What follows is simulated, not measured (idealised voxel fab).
You're looking at the process module voxel trench capacitor.
Cross-section cut spans 290 nm and uses square cells 5 nm in size.
Heads up, the way a cross-section reads in here is a grid of square cells, handed over as bands from the top down, with every band being one or more rows of cells.
Within each band entry, the heights of the top and of the bottom of the band appear first, in that order and in nm; the materials of the band then follow from left to right, each with its corresponding width in nm. The designation "all across" on a single material indicates that it fills the band from edge to edge; the designation "blank" indicates empty space.
Height reference: 0 = level under which incoming wafer is all one material. Lowest band: no bottom, runs on downward, e.g. "top 0, no bottom".
The width entry "30->40" should be interpreted row by row: the top row of cells in the band takes the first number, the bottom row takes the second number, and the change between adjacent rows is uniform throughout.
Reading "no modification" for a step: not a cell of the cross-section changed in it.
In "Internal closed voids" the enclosed voids are listed, meaning empty spaces of 8 cells or larger without any opening to the top. The form is width x height at distance, distance from the left edge, units nm.
It should be noted that, on the line of a given step, the content following the step's settings is a remark produced by the simulator itself with respect to that step.
"overlay nm", when on a step's line for a step with a mask, measures how far to the right of its planned place the mask lay; a negative measure means to the left.

-- This section lists the process steps that were planned
- 1: RECEIVE (material Si)
- 2: CONFORMAL_DEP (material SiN; thk nm 10)
- 3: PATTERN (tone open; mask id TRENCH; material resist; width nm 15; pitch nm 35; thk nm 15; overlay nm -15)
- 4: DIRECTIONAL_ETCH (etch materials SiN; depth nm 10)
- 5: DIRECTIONAL_ETCH (etch materials Si; depth nm 25)
- 6: STRIP (etch materials resist)
- 7: CONFORMAL_DEP (material Al2O3; thk nm 5)
- 8: FILL_DEP (material polySi; thk nm 10)
- 9: CMP (height nm 10)
Be aware that, although all wafers share a common starting state, the overlay nm at step 3 differs among them, and the plan displays the first wafer's value.

-- As received, i.e. after step 1: cross-section through the first of several wafers
> top 0, no bottom = Si all across
> Internal closed voids: none

-- Note: the following table is arranged by wafer, a row apiece. Each row reports the end-of-module state: per material, cells gained (+) or cells lost (-) compared with the wafer as received; closed voids follow
overlay nm -15, +45 Al2O3, -45 Si, +98 SiN, +18 polySi, Internal closed voids: none
overlay nm -10, +45 Al2O3, -45 Si, +98 SiN, +18 polySi, Internal closed voids: none
overlay nm -5, +45 Al2O3, -45 Si, +98 SiN, +18 polySi, Internal closed voids: none
overlay nm 0, +45 Al2O3, -45 Si, +98 SiN, +18 polySi, Internal closed voids: none
overlay nm 5, +45 Al2O3, -45 Si, +98 SiN, +18 polySi, Internal closed voids: none
overlay nm 10, +45 Al2O3, -45 Si, +98 SiN, +18 polySi, Internal closed voids: none
overlay nm 15, +45 Al2O3, -45 Si, +98 SiN, +18 polySi, Internal closed voids: none
